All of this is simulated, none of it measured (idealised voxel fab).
Process module name: voxel tone inversion
Cross-sectional view cut (width: 225 nm; square cell size: 5 nm).
A cross-section is written here as square cells arranged in a grid, and it is given in bands from the top down, each band taking up one or more rows of cells.
A band entry consists of two parts. The first gives the height of the band's top and the height of its bottom, in nm. The rest lists the band's materials from left to right, each with its width in nm. A single material labelled with the word "full width" fills the band from edge to edge, and the word "blank" marks empty space.
The level at which height equals 0 is the one under which the wafer, as it arrives, is entirely one material. No lower edge exists for the bottom band, which continues downward and is notated as in "0..down".
Per-row width for "30 to 40": begins at first number (top row of band), ends at second number (bottom row), increment between rows held constant.
"nothing changed" after a step means that no cell of the cross-section changed.
"Non-vented voids" lists enclosed empty spaces (at least 8 cells, no open path upward to the top), each as width x height at distance from the left edge, in nm.
Whatever follows a step's settings on its line is a remark the simulator itself makes about that step.
overlay nm: mask offset rightward from planned place, masked step; negative means leftward offset.
This section lists the process steps that were planned
- 1: RECEIVE | material Si
- 2: CONFORMAL_DEP | material SiCN | thk nm 5
- 3: DIRECTIONAL_DEP | material polySi | thk nm 25
- 4: PATTERN | tone cover | mask id POSTS | material resist | width nm 25 | pitch nm 50 | thk nm 35 | overlay nm 0
- 5: DIRECTIONAL_ETCH | etch materials polySi | depth nm 25
- 6: STRIP | etch materials resist
- 7: FILL_DEP | material lowk | thk nm 5
- 8: CMP | height nm 30
- 9: STRIP | etch materials polySi
The first of two wafers, run as planned
as received, after step 1
- 0..down  Si full width
- Non-vented voids: none
So this is the wafer cross-section right after step 2
- 5..0  SiCN full width
- Below 0, the layers are the same as they were.
So this is the wafer cross-section right after step 3
- 30..5  polySi full width
- Below 5, the layers are the same as they were.
So this is the wafer cross-section right after step 4
- 65..30  75 blank, then 25 resist, then 25 blank, then 25 resist, then 75 blank
- Below 30, the layers are the same as they were.
So this is the wafer cross-section right after step 5
- 65..30  75 blank, then 25 resist, then 25 blank, then 25 resist, then 75 blank
- 30..5  75 blank, then 25 polySi, then 25 blank, then 25 polySi, then 75 blank
- Below 5, the layers are the same as they were.
So this is the wafer cross-section right after step 6
- 30..5  75 blank, then 25 polySi, then 25 blank, then 25 polySi, then 75 blank
- Below 5, the layers are the same as they were.
So this is the wafer cross-section right after step 7
- 35..30  lowk full width
- 30..5  75 lowk, then 25 polySi, then 25 lowk, then 25 polySi, then 75 lowk
- Below 5, the layers are the same as they were.
So this is the wafer cross-section right after step 8
- 30..5  75 lowk, then 25 polySi, then 25 lowk, then 25 polySi, then 75 lowk
- Below 5, the layers are the same as they were.
So this is the wafer cross-section right after step 9
- 30..5  75 lowk, then 25 blank, then 25 lowk, then 25 blank, then 75 lowk
- Below 5, the layers are the same as they were.
Wafer two. Identical start, identical plan. One mistake in execution. Identical history through step 2
Second wafer, section view, time point: scheduled end of step 3
- 25..5  polySi full width
- Below 5, the layers are the same as they were.
Second wafer, section view, time point: scheduled end of step 4
- 60..25  75 blank, then 25 resist, then 25 blank, then 25 resist, then 75 blank
- Below 25, the layers are the same as they were.
Second wafer, section view, time point: scheduled end of step 5
- 60..25  75 blank, then 25 resist, then 25 blank, then 25 resist, then 75 blank
- 25..5  75 blank, then 25 polySi, then 25 blank, then 25 polySi, then 75 blank
- Below 5, the layers are the same as they were.
Second wafer, section view, time point: scheduled end of step 6
- 25..5  75 blank, then 25 polySi, then 25 blank, then 25 polySi, then 75 blank
- Below 5, the layers are the same as they were.
Second wafer, section view, time point: scheduled end of step 7
- 30..25  lowk full width
- 25..5  75 lowk, then 25 polySi, then 25 lowk, then 25 polySi, then 75 lowk
- Below 5, the layers are the same as they were.
Second wafer, section view, time point: scheduled end of step 8: nothing changed
Second wafer, section view, time point: scheduled end of step 9: nothing changed
The plan and the run diverged here: step 3 was run on a setting that differed from the plan, and what really ran there is DIRECTIONAL_DEP | material polySi | thk nm 20
It is noted that, at the conclusion of processing, the second wafer exhibits a higher or lower cell count for certain materials relative to the first: 10 more of lowk, 40 more of polySi
